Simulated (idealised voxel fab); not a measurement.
Process module in this document: voxel transistor to metal
For reference, the cross-section in this document is cut, with width 170 nm and square cells of 5 nm.
Cross-section = grid of square cells, listed top down in bands; band = one or more rows.
The entry gives the band's vertical extent as a top height and a bottom height in nm, then its horizontal make-up as materials from left to right, each with a width in nm. "blank" stands for empty space; a single material marked "all across" fills the band edge to edge.
Where do heights start? At 0: under that level the wafer as delivered is made of one material only. And the lowest band has no floor; it just carries on downward, as in "z 0 and below".
Graded width ("30..40"): value in top row of band = first number; value in bottom row = second number; row-to-row change constant.
It should be understood that the words "nothing got changed", when stated for a given step, signify that the cross-section underwent no change in any of its cells during that step.
What "Unvented voids" gives you is every empty space of 8 cells or more that is cut off from the top. Each appears as width x height at distance, with the distance taken from the left edge and width, height and distance all in nm.
Anything after a step's settings on that line? It's the simulator's own note about the step.
A step's line can hold "overlay nm"; with a mask on that step, the setting says how far right of the planned place the mask lay, while a negative setting says it lay to the left.

# These are the steps we planned for the process
- 1: RECEIVE: material Si
- 2: CONFORMAL_DEP: material SiO2, thk nm 5
- 3: CONFORMAL_DEP: material SiN, thk nm 15
- 4: PATTERN: tone cover, mask id ACTIVE, material resist, width nm 85, thk nm 20, overlay nm 0
- 5: DIRECTIONAL_ETCH: etch materials SiN, depth nm 15
- 6: DIRECTIONAL_ETCH: etch materials SiO2, depth nm 5
- 7: DIRECTIONAL_ETCH: etch materials Si, depth nm 25
- 8: STRIP: etch materials resist
- 9: OXIDIZE: depth nm 5
- 10: FILL_DEP: material SiO2, thk nm 5
- 11: CMP: height nm 20
- 12: SELECTIVE_ETCH: etch materials SiO2, depth nm 5
- 13: STRIP: etch materials SiN
- 14: SELECTIVE_ETCH: etch materials SiO2, depth nm 5
- 15: OXIDIZE: depth nm 5
- 16: DIRECTIONAL_DEP: material polySi, thk nm 25
- 17: DIRECTIONAL_DEP: material SiCN, thk nm 15
- 18: PATTERN: tone cover, mask id GATE, material resist, width nm 15, thk nm 20, overlay nm 0
- 19: DIRECTIONAL_ETCH: etch materials SiCN, depth nm 25
- 20: DIRECTIONAL_ETCH: etch materials polySi, depth nm 35
- 21: STRIP: etch materials resist
- 22: CONFORMAL_DEP: material SiN, thk nm 10
- 23: DIRECTIONAL_ETCH: etch materials SiN, depth nm 10
- 24: DIRECTIONAL_ETCH: etch materials SiO2, depth nm 5
- 25: DIRECTIONAL_ETCH: etch materials Si, depth nm 15
- 26: EPI: material nSi, thk nm 15
- 27: FILL_DEP: material SiO2, thk nm 5
- 28: CMP: height nm 40
- 29: DIRECTIONAL_DEP: material SiO2, thk nm 15
- 30: MASKED_ETCH: tone open, mask id CONTACT, width nm 15, pitch nm 60, etch materials SiO2, depth nm 60, overlay nm 0
- 31: CONFORMAL_DEP: material TiN, thk nm 5
- 32: FILL_DEP: material Ru, thk nm 5
- 33: CMP: height nm 55
- 34: DIRECTIONAL_DEP: material TiN, thk nm 5
- 35: DIRECTIONAL_DEP: material Ru, thk nm 15
- 36: MASKED_ETCH: tone cover, mask id METAL_1, width nm 15, pitch nm 60, etch materials Ru, depth nm 15, overlay nm 0
- 37: MASKED_ETCH: tone cover, mask id METAL_1, width nm 15, pitch nm 60, etch materials TiN, depth nm 5, overlay nm 0
- 38: FILL_DEP: material lowk, thk nm 10
- 39: CMP: height nm 75
- 40: CONFORMAL_DEP: material SiCN, thk nm 5
- 41: DIRECTIONAL_DEP: material SiO2, thk nm 25
- 42: PATTERN: tone open, mask id METAL_2, material resist, width nm 15, pitch nm 60, thk nm 15, overlay nm 0
- 43: DIRECTIONAL_ETCH: etch materials SiO2, depth nm 15
- 44: STRIP: etch materials resist
- 45: DIRECTIONAL_DEP: material aC, thk nm 15
- 46: PATTERN: tone open, mask id METAL_2_HOLES, material resist, width nm 15, pitch nm 60, thk nm 35, overlay nm 0
- 47: DIRECTIONAL_ETCH: etch materials aC, depth nm 15
- 48: STRIP: etch materials resist
- 49: DIRECTIONAL_ETCH: etch materials SiO2, depth nm 10
- 50: DIRECTIONAL_ETCH: etch materials SiCN, depth nm 5
- 51: STRIP: etch materials aC
- 52: CONFORMAL_DEP: material TiN, thk nm 5
- 53: FILL_DEP: material Ru, thk nm 5
- 54: CMP: height nm 105
- 55: CONFORMAL_DEP: material SiCN, thk nm 5
Be aware that, although all wafers share a common starting state, the width nm at step 46 differs among them, and the plan displays the first wafer's value.

# As-received cross-section, first of several wafers, post step 1
    z 0 and below: Si all across
    Unvented voids: none

# Row per wafer, end-of-module: cell gain (+)/loss (-) by material since the wafer came in, then closed voids
width nm 15 | +44 Ru | -153 Si | +71 SiCN | +40 SiN | +501 SiO2 | +76 TiN | +112 lowk | +42 nSi | +15 polySi | Unvented voids: none
width nm 20 | +46 Ru | -153 Si | +71 SiCN | +40 SiN | +497 SiO2 | +78 TiN | +112 lowk | +42 nSi | +15 polySi | Unvented voids: none
width nm 25 | +48 Ru | -153 Si | +71 SiCN | +40 SiN | +493 SiO2 | +80 TiN | +112 lowk | +42 nSi | +15 polySi | Unvented voids: none
width nm 30 | +50 Ru | -153 Si | +71 SiCN | +40 SiN | +489 SiO2 | +82 TiN | +112 lowk | +42 nSi | +15 polySi | Unvented voids: none
